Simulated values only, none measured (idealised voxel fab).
process module | voxel quadruple lines
cross-section cut | 170 nm wide | cells 5 nm
A cross-section is a grid of square cells, given in bands from the top down. A band is one or more rows of cells.
Each band's line starts with the height of the band's top and of its bottom, in nm. Then come its materials from left to right, each with its width in nm. One material with "throughout" fills the band from edge to edge. "air" is empty space.
Height 0 is the level under which the wafer as received is all one material. The lowest band goes on downwards, as in "0 down".
A width such as "30 to 40" changes by the same amount from each row of cells to the next, from the band's top row to its bottom row.
"no change" after a step means that no cell of the cross-section changed.
closed voids: empty space of 8 cells or more with no open way to the top, each as width x height at its distance from the left edge, in nm
after a step's settings: what the simulator itself notes on the step
overlay nm, on a step with a mask: how far to the right of its planned place the mask lay; to the left if negative
plan
1 op RECEIVE | material Si
2 op CONFORMAL_DEP | material Al2O3 | thk nm 5
3 op DIRECTIONAL_DEP | material W | thk nm 10
4 op DIRECTIONAL_DEP | material polySi | thk nm 15
5 op DIRECTIONAL_DEP | material aC | thk nm 25
6 op PATTERN | tone cover | mask id MANDREL | material resist | width nm 30 | thk nm 35 | overlay nm 0
7 op DIRECTIONAL_ETCH | etch materials aC | depth nm 25
8 op STRIP | etch materials resist
9 op CONFORMAL_DEP | material SiO2 | thk nm 10
10 op DIRECTIONAL_ETCH | etch materials SiO2 | depth nm 10
11 op STRIP | etch materials aC
12 op DIRECTIONAL_ETCH | etch materials polySi | depth nm 15
13 op STRIP | etch materials SiO2
14 op CONFORMAL_DEP | material SiCN | thk nm 10
15 op DIRECTIONAL_ETCH | etch materials SiCN | depth nm 10
16 op STRIP | etch materials polySi
17 op DIRECTIONAL_ETCH | etch materials W | depth nm 10
18 op STRIP | etch materials SiCN
19 op FILL_DEP | material lowk | thk nm 10
20 op CMP | height nm 15
first wafer, as planned
as received, after step 1
  0 down: Si throughout
  closed voids: none
after step 2
  5 to 0: Al2O3 throughout
  below 0: unchanged
after step 3
  15 to 5: W throughout
  below 5: unchanged
after step 4
  30 to 15: polySi throughout
  below 15: unchanged
after step 5
  55 to 30: aC throughout
  below 30: unchanged
after step 6
  90 to 55: air 70 | resist 30 | air 70
  below 55: unchanged
after step 7
  65 to 55: air 70 | resist 30 | air 70
  55 to 30: air 70 | aC 30 | air 70
  below 30: unchanged
after step 8
  55 to 30: air 70 | aC 30 | air 70
  below 30: unchanged
after step 9
  65 to 55: air 60 | SiO2 50 | air 60
  55 to 40: air 60 | SiO2 10 | aC 30 | SiO2 10 | air 60
  40 to 30: SiO2 70 | aC 30 | SiO2 70
  below 30: unchanged
after step 10
  55 to 30: air 60 | SiO2 10 | aC 30 | SiO2 10 | air 60
  below 30: unchanged
after step 11
  55 to 30: air 60 | SiO2 10 | air 30 | SiO2 10 | air 60
  below 30: unchanged
after step 12
  55 to 30: air 60 | SiO2 10 | air 30 | SiO2 10 | air 60
  30 to 15: air 60 | polySi 10 | air 30 | polySi 10 | air 60
  below 15: unchanged
after step 13
  30 to 15: air 60 | polySi 10 | air 30 | polySi 10 | air 60
  below 15: unchanged
after step 14
  40 to 30: air 50 | SiCN 30 | air 10 | SiCN 30 | air 50
  30 to 25: air 50 | SiCN 10 | polySi 10 | SiCN 10 | air 10 | SiCN 10 | polySi 10 | SiCN 10 | air 50
  25 to 15: SiCN 60 | polySi 10 | SiCN 30 | polySi 10 | SiCN 60
  below 15: unchanged
after step 15
  30 to 15: air 50 | SiCN 10 | polySi 10 | SiCN 10 | air 10 | SiCN 10 | polySi 10 | SiCN 10 | air 50
  below 15: unchanged
after step 16
  30 to 15: air 50 | SiCN 10 | air 10 | SiCN 10 | air 10 | SiCN 10 | air 10 | SiCN 10 | air 50
  below 15: unchanged
after step 17
  30 to 15: air 50 | SiCN 10 | air 10 | SiCN 10 | air 10 | SiCN 10 | air 10 | SiCN 10 | air 50
  15 to 5: air 50 | W 10 | air 10 | W 10 | air 10 | W 10 | air 10 | W 10 | air 50
  below 5: unchanged
after step 18
  15 to 5: air 50 | W 10 | air 10 | W 10 | air 10 | W 10 | air 10 | W 10 | air 50
  below 5: unchanged
after step 19
  25 to 15: lowk throughout
  15 to 5: lowk 50 | W 10 | lowk 10 | W 10 | lowk 10 | W 10 | lowk 10 | W 10 | lowk 50
  below 5: unchanged
after step 20
  15 to 5: lowk 50 | W 10 | lowk 10 | W 10 | lowk 10 | W 10 | lowk 10 | W 10 | lowk 50
  below 5: unchanged
second wafer: like start, like plan, one mistake. Through step 19 it matches the first wafer
when step 20 should have ended
  5 to 0: Al2O3 throughout
  below 0: unchanged
what went wrong: step 20 ran as: op CMP | height nm 5
at the end the second wafer has, in cells: 16 fewer of W | 52 fewer of lowk
